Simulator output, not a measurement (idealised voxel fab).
The name of this process module is voxel wiring stack.
The figure presents cross-section cut, which has a width of 225 nm and is divided into square cells with an edge length of 5 nm.
Think of the cross-section as a grid of square cells. We describe it in bands, top to bottom, and each band covers one or more rows of those cells. Band entry format. Leading values: height of top, height of bottom, nm. Remainder: materials in left-to-right order, each with its width in nm. Special words: "throughout" on a single material, which then fills the band edge to edge; "air", empty space. Heights are expressed relative to 0, this being the level below which the as-received wafer comprises one material exclusively. The lowest band is unbounded in the downward direction and is denoted as in "0 and below". Quick explanation for "30->40": the width changes in equal steps down the rows of cells, from the first number in the band's top row to the second number in its bottom row. It should be understood that the words "no modification", when stated for a given step, signify that the cross-section underwent no change in any of its cells during that step. The label "Unvented voids" introduces a list of the empty spaces, 8 cells or larger, that have no open way up to the top; each entry in it reads width x height at distance, where the distance is taken from the left edge and all three are stated in nm. If you see something after the settings on a step's line, that's the simulator's own remark about that step. On any step carrying a mask, the "overlay nm" setting, if present on the step's line, tells how far right of its planned place the mask lay; negative values point to the left.
Here's what the planned process steps look like
- 1: op RECEIVE | material Si
- 2: op CONFORMAL_DEP | material SiO2 | thk nm 15
- 3: op CONFORMAL_DEP | material SiN | thk nm 5
- 4: op DIRECTIONAL_DEP | material lowk | thk nm 25
- 5: op MASKED_ETCH | tone open | mask id METAL_1 | width nm 20 | pitch nm 35 | etch materials lowk | depth nm 25 | overlay nm 0
- 6: op MASKED_ETCH | tone open | mask id METAL_1 | width nm 20 | pitch nm 35 | etch materials SiN | depth nm 5 | overlay nm 0
- 7: op CONFORMAL_DEP | material TiN | thk nm 5
- 8: op FILL_DEP | material Cu | thk nm 5
- 9: op CMP | height nm 45
- 10: op CONFORMAL_DEP | material SiCN | thk nm 5
- 11: op DIRECTIONAL_DEP | material lowk | thk nm 20
- 12: op DIRECTIONAL_DEP | material aC | thk nm 15
- 13: op PATTERN | tone open | mask id PLUG_1 | material resist | width nm 15 | pitch nm 35 | thk nm 35 | overlay nm 0
- 14: op DIRECTIONAL_ETCH | etch materials aC | depth nm 15
- 15: op STRIP | etch materials resist
- 16: op DIRECTIONAL_ETCH | etch materials lowk | depth nm 20
- 17: op DIRECTIONAL_ETCH | etch materials SiCN | depth nm 5
- 18: op STRIP | etch materials aC
- 19: op EPI | material Ru | thk nm 10
- 20: op EPI | material Ru | thk nm 10
- 21: op EPI | material Ru | thk nm 5
- 22: op DIRECTIONAL_DEP | material TiN | thk nm 5
- 23: op DIRECTIONAL_DEP | material W | thk nm 25
- 24: op MASKED_ETCH | tone cover | mask id METAL_2 | width nm 20 | pitch nm 35 | etch materials W | depth nm 25 | overlay nm 0
- 25: op MASKED_ETCH | tone cover | mask id METAL_2 | width nm 20 | pitch nm 35 | etch materials TiN | depth nm 5 | overlay nm 0
- 26: op CONFORMAL_DEP | material SiCN | thk nm 5
- 27: op FILL_DEP | material SiO2 | thk nm 10
- 28: op CMP | height nm 100
- 29: op CONFORMAL_DEP | material SiCN | thk nm 5
- 30: op DIRECTIONAL_DEP | material SiO2 | thk nm 35
- 31: op MASKED_ETCH | tone open | mask id METAL_3_HOLES | width nm 15 | pitch nm 35 | etch materials SiO2 | depth nm 35 | overlay nm 0
- 32: op PATTERN | tone open | mask id METAL_3 | material resist | width nm 20 | pitch nm 35 | thk nm 15 | overlay nm 0
- 33: op DIRECTIONAL_ETCH | etch materials SiO2 | depth nm 20
- 34: op DIRECTIONAL_ETCH | etch materials SiCN | depth nm 5
- 35: op STRIP | etch materials resist
- 36: op CONFORMAL_DEP | material TiN | thk nm 5
- 37: op FILL_DEP | material Cu | thk nm 5
- 38: op CMP | height nm 140
- 39: op CONFORMAL_DEP | material SiCN | thk nm 5
- 40: op DIRECTIONAL_DEP | material lowk | thk nm 15
- 41: op DIRECTIONAL_DEP | material aC | thk nm 10
- 42: op PATTERN | tone open | mask id PLUG_3 | material resist | width nm 15 | pitch nm 35 | thk nm 30 | overlay nm 0
- 43: op DIRECTIONAL_ETCH | etch materials aC | depth nm 10
- 44: op STRIP | etch materials resist
- 45: op DIRECTIONAL_ETCH | etch materials lowk | depth nm 15
- 46: op DIRECTIONAL_ETCH | etch materials SiCN | depth nm 5
- 47: op STRIP | etch materials aC
- 48: op EPI | material Ru | thk nm 10
- 49: op EPI | material Ru | thk nm 10
- 50: op CONFORMAL_DEP | material SiCN | thk nm 5
- 51: op DIRECTIONAL_DEP | material lowk | thk nm 20
- 52: op PATTERN | tone open | mask id METAL_4 | material resist | width nm 20 | pitch nm 35 | thk nm 15 | overlay nm 0
- 53: op DIRECTIONAL_ETCH | etch materials lowk | depth nm 20
- 54: op DIRECTIONAL_ETCH | etch materials SiCN | depth nm 5
- 55: op STRIP | etch materials resist
- 56: op CONFORMAL_DEP | material TiN | thk nm 5
- 57: op FILL_DEP | material Cu | thk nm 5
- 58: op CMP | height nm 185
- 59: op CONFORMAL_DEP | material SiN | thk nm 5
Of two wafers, the first: run according to plan
As-received state of the wafer in cross-section, equivalent to post-step 1
* 0 and below = Si throughout
* Unvented voids: none
Cross-sectional representation of the wafer at the conclusion of step 2
* 15 down to 0 = SiO2 throughout
* Under 0: no change, same as before.
Cross-sectional representation of the wafer at the conclusion of step 3
* 20 down to 15 = SiN throughout
* Under 15: no change, same as before.
Cross-sectional representation of the wafer at the conclusion of step 4
* 45 down to 20 = lowk throughout
* Under 20: no change, same as before.
Cross-sectional representation of the wafer at the conclusion of step 5
* 45 down to 20 = lowk (50); air (20); lowk (15); air (20); lowk (15); air (20); lowk (15); air (20); lowk (50)
* Under 20: no change, same as before.
Cross-sectional representation of the wafer at the conclusion of step 6
* 45 down to 20 = lowk (50); air (20); lowk (15); air (20); lowk (15); air (20); lowk (15); air (20); lowk (50)
* 20 down to 15 = SiN (50); air (20); SiN (15); air (20); SiN (15); air (20); SiN (15); air (20); SiN (50)
* Under 15: no change, same as before.
Cross-sectional representation of the wafer at the conclusion of step 7
* 50 down to 45 = TiN (55); air (10); TiN (25); air (10); TiN (25); air (10); TiN (25); air (10); TiN (55)
* 45 down to 20 = lowk (50); TiN (5); air (10); TiN (5); lowk (15); TiN (5); air (10); TiN (5); lowk (15); TiN (5); air (10); TiN (5); lowk (15); TiN (5); air (10); TiN (5); lowk (50)
* 20 down to 15 = SiN (50); TiN (20); SiN (15); TiN (20); SiN (15); TiN (20); SiN (15); TiN (20); SiN (50)
* Under 15: no change, same as before.
Cross-sectional representation of the wafer at the conclusion of step 8
* 55 down to 50 = Cu throughout
* 50 down to 45 = TiN (55); Cu (10); TiN (25); Cu (10); TiN (25); Cu (10); TiN (25); Cu (10); TiN (55)
* 45 down to 20 = lowk (50); TiN (5); Cu (10); TiN (5); lowk (15); TiN (5); Cu (10); TiN (5); lowk (15); TiN (5); Cu (10); TiN (5); lowk (15); TiN (5); Cu (10); TiN (5); lowk (50)
* Under 20: no change, same as before.
Cross-sectional representation of the wafer at the conclusion of step 9
* 45 down to 20 = lowk (50); TiN (5); Cu (10); TiN (5); lowk (15); TiN (5); Cu (10); TiN (5); lowk (15); TiN (5); Cu (10); TiN (5); lowk (15); TiN (5); Cu (10); TiN (5); lowk (50)
* Under 20: no change, same as before.
Cross-sectional representation of the wafer at the conclusion of step 10
* 50 down to 45 = SiCN throughout
* Under 45: no change, same as before.
Cross-sectional representation of the wafer at the conclusion of step 11
* 70 down to 50 = lowk throughout
* Under 50: no change, same as before.
Cross-sectional representation of the wafer at the conclusion of step 12
* 85 down to 70 = aC throughout
* Under 70: no change, same as before.
Cross-sectional representation of the wafer at the conclusion of step 13
* 120 down to 85 = resist (50); air (15); resist (20); air (15); resist (20); air (15); resist (20); air (15); resist (55)
* Under 85: no change, same as before.
Cross-sectional representation of the wafer at the conclusion of step 14
* 105 down to 85 = resist (50); air (15); resist (20); air (15); resist (20); air (15); resist (20); air (15); resist (55)
* 85 down to 70 = aC (50); air (15); aC (20); air (15); aC (20); air (15); aC (20); air (15); aC (55)
* Under 70: no change, same as before.
Cross-sectional representation of the wafer at the conclusion of step 15
* 85 down to 70 = aC (50); air (15); aC (20); air (15); aC (20); air (15); aC (20); air (15); aC (55)
* Under 70: no change, same as before.
Cross-sectional representation of the wafer at the conclusion of step 16
* 85 down to 70 = aC (50); air (15); aC (20); air (15); aC (20); air (15); aC (20); air (15); aC (55)
* 70 down to 50 = lowk (50); air (15); lowk (20); air (15); lowk (20); air (15); lowk (20); air (15); lowk (55)
* Under 50: no change, same as before.
Cross-sectional representation of the wafer at the conclusion of step 17
* 85 down to 70 = aC (50); air (15); aC (20); air (15); aC (20); air (15); aC (20); air (15); aC (55)
* 70 down to 50 = lowk (50); air (15); lowk (20); air (15); lowk (20); air (15); lowk (20); air (15); lowk (55)
* 50 down to 45 = SiCN (50); air (15); SiCN (20); air (15); SiCN (20); air (15); SiCN (20); air (15); SiCN (55)
* Under 45: no change, same as before.
Cross-sectional representation of the wafer at the conclusion of step 18
* 70 down to 50 = lowk (50); air (15); lowk (20); air (15); lowk (20); air (15); lowk (20); air (15); lowk (55)
* Under 50: no change, same as before.
Cross-sectional representation of the wafer at the conclusion of step 19
* 70 down to 55 = lowk (50); air (15); lowk (20); air (15); lowk (20); air (15); lowk (20); air (15); lowk (55)
* 55 down to 50 = lowk (50); Ru (15); lowk (20); Ru (15); lowk (20); Ru (15); lowk (20); Ru (15); lowk (55)
* 50 down to 45 = SiCN (50); Ru (15); SiCN (20); Ru (15); SiCN (20); Ru (15); SiCN (20); Ru (15); SiCN (55)
* Under 45: no change, same as before.
Cross-sectional representation of the wafer at the conclusion of step 20
* 70 down to 65 = lowk (50); air (15); lowk (20); air (15); lowk (20); air (15); lowk (20); air (15); lowk (55)
* 65 down to 50 = lowk (50); Ru (15); lowk (20); Ru (15); lowk (20); Ru (15); lowk (20); Ru (15); lowk (55)
* Under 50: no change, same as before.
Cross-sectional representation of the wafer at the conclusion of step 21
* 70 down to 50 = lowk (50); Ru (15); lowk (20); Ru (15); lowk (20); Ru (15); lowk (20); Ru (15); lowk (55)
* Under 50: no change, same as before.
Cross-sectional representation of the wafer at the conclusion of step 22
* 75 down to 70 = TiN throughout
* Under 70: no change, same as before.
Cross-sectional representation of the wafer at the conclusion of step 23
* 100 down to 75 = W throughout
* Under 75: no change, same as before.
Cross-sectional representation of the wafer at the conclusion of step 24
* 100 down to 75 = air (50); W (20); air (15); W (20); air (15); W (20); air (15); W (20); air (50)
* Under 75: no change, same as before.
Cross-sectional representation of the wafer at the conclusion of step 25
* 100 down to 75 = air (50); W (20); air (15); W (20); air (15); W (20); air (15); W (20); air (50)
* 75 down to 70 = air (50); TiN (20); air (15); TiN (20); air (15); TiN (20); air (15); TiN (20); air (50)
* Under 70: no change, same as before.
Cross-sectional representation of the wafer at the conclusion of step 26
* 105 down to 100 = air (45); SiCN (30); air (5); SiCN (30); air (5); SiCN (30); air (5); SiCN (30); air (45)
* 100 down to 75 = air (45); SiCN (5); W (20); SiCN (5); air (5); SiCN (5); W (20); SiCN (5); air (5); SiCN (5); W (20); SiCN (5); air (5); SiCN (5); W (20); SiCN (5); air (45)
* 75 down to 70 = SiCN (50); TiN (20); SiCN (15); TiN (20); SiCN (15); TiN (20); SiCN (15); TiN (20); SiCN (50)
* Under 70: no change, same as before.
Cross-sectional representation of the wafer at the conclusion of step 27
* 115 down to 105 = SiO2 throughout
* 105 down to 100 = SiO2 (45); SiCN (30); SiO2 (5); SiCN (30); SiO2 (5); SiCN (30); SiO2 (5); SiCN (30); SiO2 (45)
* 100 down to 75 = SiO2 (45); SiCN (5); W (20); SiCN (5); SiO2 (5); SiCN (5); W (20); SiCN (5); SiO2 (5); SiCN (5); W (20); SiCN (5); SiO2 (5); SiCN (5); W (20); SiCN (5); SiO2 (45)
* Under 75: no change, same as before.
Cross-sectional representation of the wafer at the conclusion of step 28
* 100 down to 75 = SiO2 (45); SiCN (5); W (20); SiCN (5); SiO2 (5); SiCN (5); W (20); SiCN (5); SiO2 (5); SiCN (5); W (20); SiCN (5); SiO2 (5); SiCN (5); W (20); SiCN (5); SiO2 (45)
* Under 75: no change, same as before.
Cross-sectional representation of the wafer at the conclusion of step 29
* 105 down to 100 = SiCN throughout
* Under 100: no change, same as before.
Cross-sectional representation of the wafer at the conclusion of step 30
* 140 down to 105 = SiO2 throughout
* Under 105: no change, same as before.
Cross-sectional representation of the wafer at the conclusion of step 31
* 140 down to 105 = SiO2 (50); air (15); SiO2 (20); air (15); SiO2 (20); air (15); SiO2 (20); air (15); SiO2 (55)
* Under 105: no change, same as before.
Cross-sectional representation of the wafer at the conclusion of step 32
* 155 down to 140 = resist (50); air (20); resist (15); air (20); resist (15); air (20); resist (15); air (20); resist (50)
* Under 140: no change, same as before.
Cross-sectional representation of the wafer at the conclusion of step 33
* 155 down to 140 = resist (50); air (20); resist (15); air (20); resist (15); air (20); resist (15); air (20); resist (50)
* 140 down to 120 = SiO2 (50); air (20); SiO2 (15); air (20); SiO2 (15); air (20); SiO2 (15); air (20); SiO2 (50)
* Under 120: no change, same as before.
Cross-sectional representation of the wafer at the conclusion of step 34
* 155 down to 140 = resist (50); air (20); resist (15); air (20); resist (15); air (20); resist (15); air (20); resist (50)
* 140 down to 120 = SiO2 (50); air (20); SiO2 (15); air (20); SiO2 (15); air (20); SiO2 (15); air (20); SiO2 (50)
* 120 down to 105 = SiO2 (50); air (15); SiO2 (20); air (15); SiO2 (20); air (15); SiO2 (20); air (15); SiO2 (55)
* 105 down to 100 = SiCN (50); air (15); SiCN (20); air (15); SiCN (20); air (15); SiCN (20); air (15); SiCN (55)
* Under 100: no change, same as before.
Cross-sectional representation of the wafer at the conclusion of step 35
* 140 down to 120 = SiO2 (50); air (20); SiO2 (15); air (20); SiO2 (15); air (20); SiO2 (15); air (20); SiO2 (50)
* Under 120: no change, same as before.
Cross-sectional representation of the wafer at the conclusion of step 36
* 145 down to 140 = TiN (55); air (10); TiN (25); air (10); TiN (25); air (10); TiN (25); air (10); TiN (55)
* 140 down to 125 = SiO2 (50); TiN (5); air (10); TiN (5); SiO2 (15); TiN (5); air (10); TiN (5); SiO2 (15); TiN (5); air (10); TiN (5); SiO2 (15); TiN (5); air (10); TiN (5); SiO2 (50)
* 125 down to 120 = SiO2 (50); TiN (5); air (5); TiN (10); SiO2 (15); TiN (5); air (5); TiN (10); SiO2 (15); TiN (5); air (5); TiN (10); SiO2 (15); TiN (5); air (5); TiN (10); SiO2 (50)
* 120 down to 105 = SiO2 (50); TiN (5); air (5); TiN (5); SiO2 (20); TiN (5); air (5); TiN (5); SiO2 (20); TiN (5); air (5); TiN (5); SiO2 (20); TiN (5); air (5); TiN (5); SiO2 (55)
* 105 down to 100 = SiCN (50); TiN (15); SiCN (20); TiN (15); SiCN (20); TiN (15); SiCN (20); TiN (15); SiCN (55)
* Under 100: no change, same as before.
Cross-sectional representation of the wafer at the conclusion of step 37
* 150 down to 145 = Cu throughout
* 145 down to 140 = TiN (55); Cu (10); TiN (25); Cu (10); TiN (25); Cu (10); TiN (25); Cu (10); TiN (55)
* 140 down to 125 = SiO2 (50); TiN (5); Cu (10); TiN (5); SiO2 (15); TiN (5); Cu (10); TiN (5); SiO2 (15); TiN (5); Cu (10); TiN (5); SiO2 (15); TiN (5); Cu (10); TiN (5); SiO2 (50)
* 125 down to 120 = SiO2 (50); TiN (5); Cu (5); TiN (10); SiO2 (15); TiN (5); Cu (5); TiN (10); SiO2 (15); TiN (5); Cu (5); TiN (10); SiO2 (15); TiN (5); Cu (5); TiN (10); SiO2 (50)
* 120 down to 105 = SiO2 (50); TiN (5); Cu (5); TiN (5); SiO2 (20); TiN (5); Cu (5); TiN (5); SiO2 (20); TiN (5); Cu (5); TiN (5); SiO2 (20); TiN (5); Cu (5); TiN (5); SiO2 (55)
* Under 105: no change, same as before.
Cross-sectional representation of the wafer at the conclusion of step 38
* 140 down to 125 = SiO2 (50); TiN (5); Cu (10); TiN (5); SiO2 (15); TiN (5); Cu (10); TiN (5); SiO2 (15); TiN (5); Cu (10); TiN (5); SiO2 (15); TiN (5); Cu (10); TiN (5); SiO2 (50)
* Under 125: no change, same as before.
Cross-sectional representation of the wafer at the conclusion of step 39
* 145 down to 140 = SiCN throughout
* Under 140: no change, same as before.
Cross-sectional representation of the wafer at the conclusion of step 40
* 160 down to 145 = lowk throughout
* Under 145: no change, same as before.
Cross-sectional representation of the wafer at the conclusion of step 41
* 170 down to 160 = aC throughout
* Under 160: no change, same as before.
Cross-sectional representation of the wafer at the conclusion of step 42
* 200 down to 170 = resist (50); air (15); resist (20); air (15); resist (20); air (15); resist (20); air (15); resist (55)
* Under 170: no change, same as before.
Cross-sectional representation of the wafer at the conclusion of step 43
* 190 down to 170 = resist (50); air (15); resist (20); air (15); resist (20); air (15); resist (20); air (15); resist (55)
* 170 down to 160 = aC (50); air (15); aC (20); air (15); aC (20); air (15); aC (20); air (15); aC (55)
* Under 160: no change, same as before.
Cross-sectional representation of the wafer at the conclusion of step 44
* 170 down to 160 = aC (50); air (15); aC (20); air (15); aC (20); air (15); aC (20); air (15); aC (55)
* Under 160: no change, same as before.
Cross-sectional representation of the wafer at the conclusion of step 45
* 170 down to 160 = aC (50); air (15); aC (20); air (15); aC (20); air (15); aC (20); air (15); aC (55)
* 160 down to 145 = lowk (50); air (15); lowk (20); air (15); lowk (20); air (15); lowk (20); air (15); lowk (55)
* Under 145: no change, same as before.
Cross-sectional representation of the wafer at the conclusion of step 46
* 170 down to 160 = aC (50); air (15); aC (20); air (15); aC (20); air (15); aC (20); air (15); aC (55)
* 160 down to 145 = lowk (50); air (15); lowk (20); air (15); lowk (20); air (15); lowk (20); air (15); lowk (55)
* 145 down to 140 = SiCN (50); air (15); SiCN (20); air (15); SiCN (20); air (15); SiCN (20); air (15); SiCN (55)
* Under 140: no change, same as before.
Cross-sectional representation of the wafer at the conclusion of step 47
* 160 down to 145 = lowk (50); air (15); lowk (20); air (15); lowk (20); air (15); lowk (20); air (15); lowk (55)
* Under 145: no change, same as before.
Cross-sectional representation of the wafer at the conclusion of step 48
* 160 down to 150 = lowk (50); air (15); lowk (20); air (15); lowk (20); air (15); lowk (20); air (15); lowk (55)
* 150 down to 145 = lowk (50); Ru (15); lowk (20); Ru (15); lowk (20); Ru (15); lowk (20); Ru (15); lowk (55)
* 145 down to 140 = SiCN (50); Ru (15); SiCN (20); Ru (15); SiCN (20); Ru (15); SiCN (20); Ru (15); SiCN (55)
* Under 140: no change, same as before.
Cross-sectional representation of the wafer at the conclusion of step 49
* 160 down to 145 = lowk (50); Ru (15); lowk (20); Ru (15); lowk (20); Ru (15); lowk (20); Ru (15); lowk (55)
* Under 145: no change, same as before.
Cross-sectional representation of the wafer at the conclusion of step 50
* 165 down to 160 = SiCN throughout
* Under 160: no change, same as before.
Cross-sectional representation of the wafer at the conclusion of step 51
* 185 down to 165 = lowk throughout
* Under 165: no change, same as before.
Cross-sectional representation of the wafer at the conclusion of step 52
* 200 down to 185 = resist (50); air (20); resist (15); air (20); resist (15); air (20); resist (15); air (20); resist (50)
* Under 185: no change, same as before.
Cross-sectional representation of the wafer at the conclusion of step 53
* 200 down to 185 = resist (50); air (20); resist (15); air (20); resist (15); air (20); resist (15); air (20); resist (50)
* 185 down to 165 = lowk (50); air (20); lowk (15); air (20); lowk (15); air (20); lowk (15); air (20); lowk (50)
* Under 165: no change, same as before.
Cross-sectional representation of the wafer at the conclusion of step 54
* 200 down to 185 = resist (50); air (20); resist (15); air (20); resist (15); air (20); resist (15); air (20); resist (50)
* 185 down to 165 = lowk (50); air (20); lowk (15); air (20); lowk (15); air (20); lowk (15); air (20); lowk (50)
* 165 down to 160 = SiCN (50); air (20); SiCN (15); air (20); SiCN (15); air (20); SiCN (15); air (20); SiCN (50)
* Under 160: no change, same as before.
Cross-sectional representation of the wafer at the conclusion of step 55
* 185 down to 165 = lowk (50); air (20); lowk (15); air (20); lowk (15); air (20); lowk (15); air (20); lowk (50)
* Under 165: no change, same as before.
Cross-sectional representation of the wafer at the conclusion of step 56
* 190 down to 185 = TiN (55); air (10); TiN (25); air (10); TiN (25); air (10); TiN (25); air (10); TiN (55)
* 185 down to 165 = lowk (50); TiN (5); air (10); TiN (5); lowk (15); TiN (5); air (10); TiN (5); lowk (15); TiN (5); air (10); TiN (5); lowk (15); TiN (5); air (10); TiN (5); lowk (50)
* 165 down to 160 = SiCN (50); TiN (20); SiCN (15); TiN (20); SiCN (15); TiN (20); SiCN (15); TiN (20); SiCN (50)
* Under 160: no change, same as before.
Cross-sectional representation of the wafer at the conclusion of step 57
* 195 down to 190 = Cu throughout
* 190 down to 185 = TiN (55); Cu (10); TiN (25); Cu (10); TiN (25); Cu (10); TiN (25); Cu (10); TiN (55)
* 185 down to 165 = lowk (50); TiN (5); Cu (10); TiN (5); lowk (15); TiN (5); Cu (10); TiN (5); lowk (15); TiN (5); Cu (10); TiN (5); lowk (15); TiN (5); Cu (10); TiN (5); lowk (50)
* Under 165: no change, same as before.
Cross-sectional representation of the wafer at the conclusion of step 58
* 185 down to 165 = lowk (50); TiN (5); Cu (10); TiN (5); lowk (15); TiN (5); Cu (10); TiN (5); lowk (15); TiN (5); Cu (10); TiN (5); lowk (15); TiN (5); Cu (10); TiN (5); lowk (50)
* Under 165: no change, same as before.
Cross-sectional representation of the wafer at the conclusion of step 59
* 190 down to 185 = SiN throughout
* Under 185: no change, same as before.
Wafer two of the pair: same origin, same plan, one error during the run; identical to wafer one up to and including step 37
When step 38 should have ended
* 135 down to 125 = SiO2 (50); TiN (5); Cu (10); TiN (5); SiO2 (15); TiN (5); Cu (10); TiN (5); SiO2 (15); TiN (5); Cu (10); TiN (5); SiO2 (15); TiN (5); Cu (10); TiN (5); SiO2 (50)
* Under 125: no change, same as before.
When step 39 should have ended
* 140 down to 135 = SiCN throughout
* Under 135: no change, same as before.
When step 40 should have ended
* 155 down to 140 = lowk throughout
* Under 140: no change, same as before.
When step 41 should have ended
* 165 down to 155 = aC throughout
* Under 155: no change, same as before.
When step 42 should have ended
* 195 down to 165 = resist (50); air (15); resist (20); air (15); resist (20); air (15); resist (20); air (15); resist (55)
* Under 165: no change, same as before.
When step 43 should have ended
* 185 down to 165 = resist (50); air (15); resist (20); air (15); resist (20); air (15); resist (20); air (15); resist (55)
* 165 down to 155 = aC (50); air (15); aC (20); air (15); aC (20); air (15); aC (20); air (15); aC (55)
* Under 155: no change, same as before.
When step 44 should have ended
* 165 down to 155 = aC (50); air (15); aC (20); air (15); aC (20); air (15); aC (20); air (15); aC (55)
* Under 155: no change, same as before.
When step 45 should have ended
* 165 down to 155 = aC (50); air (15); aC (20); air (15); aC (20); air (15); aC (20); air (15); aC (55)
* 155 down to 140 = lowk (50); air (15); lowk (20); air (15); lowk (20); air (15); lowk (20); air (15); lowk (55)
* Under 140: no change, same as before.
When step 46 should have ended
* 165 down to 155 = aC (50); air (15); aC (20); air (15); aC (20); air (15); aC (20); air (15); aC (55)
* 155 down to 140 = lowk (50); air (15); lowk (20); air (15); lowk (20); air (15); lowk (20); air (15); lowk (55)
* 140 down to 135 = SiCN (50); air (15); SiCN (20); air (15); SiCN (20); air (15); SiCN (20); air (15); SiCN (55)
* Under 135: no change, same as before.
When step 47 should have ended
* 155 down to 140 = lowk (50); air (15); lowk (20); air (15); lowk (20); air (15); lowk (20); air (15); lowk (55)
* Under 140: no change, same as before.
When step 48 should have ended
* 155 down to 145 = lowk (50); air (15); lowk (20); air (15); lowk (20); air (15); lowk (20); air (15); lowk (55)
* 145 down to 140 = lowk (50); Ru (15); lowk (20); Ru (15); lowk (20); Ru (15); lowk (20); Ru (15); lowk (55)
* 140 down to 135 = SiCN (50); Ru (15); SiCN (20); Ru (15); SiCN (20); Ru (15); SiCN (20); Ru (15); SiCN (55)
* Under 135: no change, same as before.
When step 49 should have ended
* 155 down to 140 = lowk (50); Ru (15); lowk (20); Ru (15); lowk (20); Ru (15); lowk (20); Ru (15); lowk (55)
* Under 140: no change, same as before.
When step 50 should have ended
* 160 down to 155 = SiCN throughout
* Under 155: no change, same as before.
When step 51 should have ended
* 180 down to 160 = lowk throughout
* Under 160: no change, same as before.
When step 52 should have ended
* 195 down to 180 = resist (50); air (20); resist (15); air (20); resist (15); air (20); resist (15); air (20); resist (50)
* Under 180: no change, same as before.
When step 53 should have ended
* 195 down to 180 = resist (50); air (20); resist (15); air (20); resist (15); air (20); resist (15); air (20); resist (50)
* 180 down to 160 = lowk (50); air (20); lowk (15); air (20); lowk (15); air (20); lowk (15); air (20); lowk (50)
* Under 160: no change, same as before.
When step 54 should have ended
* 195 down to 180 = resist (50); air (20); resist (15); air (20); resist (15); air (20); resist (15); air (20); resist (50)
* 180 down to 160 = lowk (50); air (20); lowk (15); air (20); lowk (15); air (20); lowk (15); air (20); lowk (50)
* 160 down to 155 = SiCN (50); air (20); SiCN (15); air (20); SiCN (15); air (20); SiCN (15); air (20); SiCN (50)
* Under 155: no change, same as before.
When step 55 should have ended
* 180 down to 160 = lowk (50); air (20); lowk (15); air (20); lowk (15); air (20); lowk (15); air (20); lowk (50)
* Under 160: no change, same as before.
When step 56 should have ended
* 185 down to 180 = TiN (55); air (10); TiN (25); air (10); TiN (25); air (10); TiN (25); air (10); TiN (55)
* 180 down to 160 = lowk (50); TiN (5); air (10); TiN (5); lowk (15); TiN (5); air (10); TiN (5); lowk (15); TiN (5); air (10); TiN (5); lowk (15); TiN (5); air (10); TiN (5); lowk (50)
* 160 down to 155 = SiCN (50); TiN (20); SiCN (15); TiN (20); SiCN (15); TiN (20); SiCN (15); TiN (20); SiCN (50)
* Under 155: no change, same as before.
When step 57 should have ended
* 190 down to 185 = Cu throughout
* 185 down to 180 = TiN (55); Cu (10); TiN (25); Cu (10); TiN (25); Cu (10); TiN (25); Cu (10); TiN (55)
* 180 down to 160 = lowk (50); TiN (5); Cu (10); TiN (5); lowk (15); TiN (5); Cu (10); TiN (5); lowk (15); TiN (5); Cu (10); TiN (5); lowk (15); TiN (5); Cu (10); TiN (5); lowk (50)
* Under 160: no change, same as before.
When step 58 should have ended
* 185 down to 180 = TiN (55); Cu (10); TiN (25); Cu (10); TiN (25); Cu (10); TiN (25); Cu (10); TiN (55)
* Under 180: no change, same as before.
When step 59 should have ended
* 190 down to 185 = SiN throughout
* Under 185: no change, same as before.
Against the plan, the run slipped here: note that step 38 departed from the planned setting and was carried out as op CMP | height nm 135
Counted in cells at the end, the second wafer holds more or fewer of these materials than the first: -29 SiO2; +29 TiN
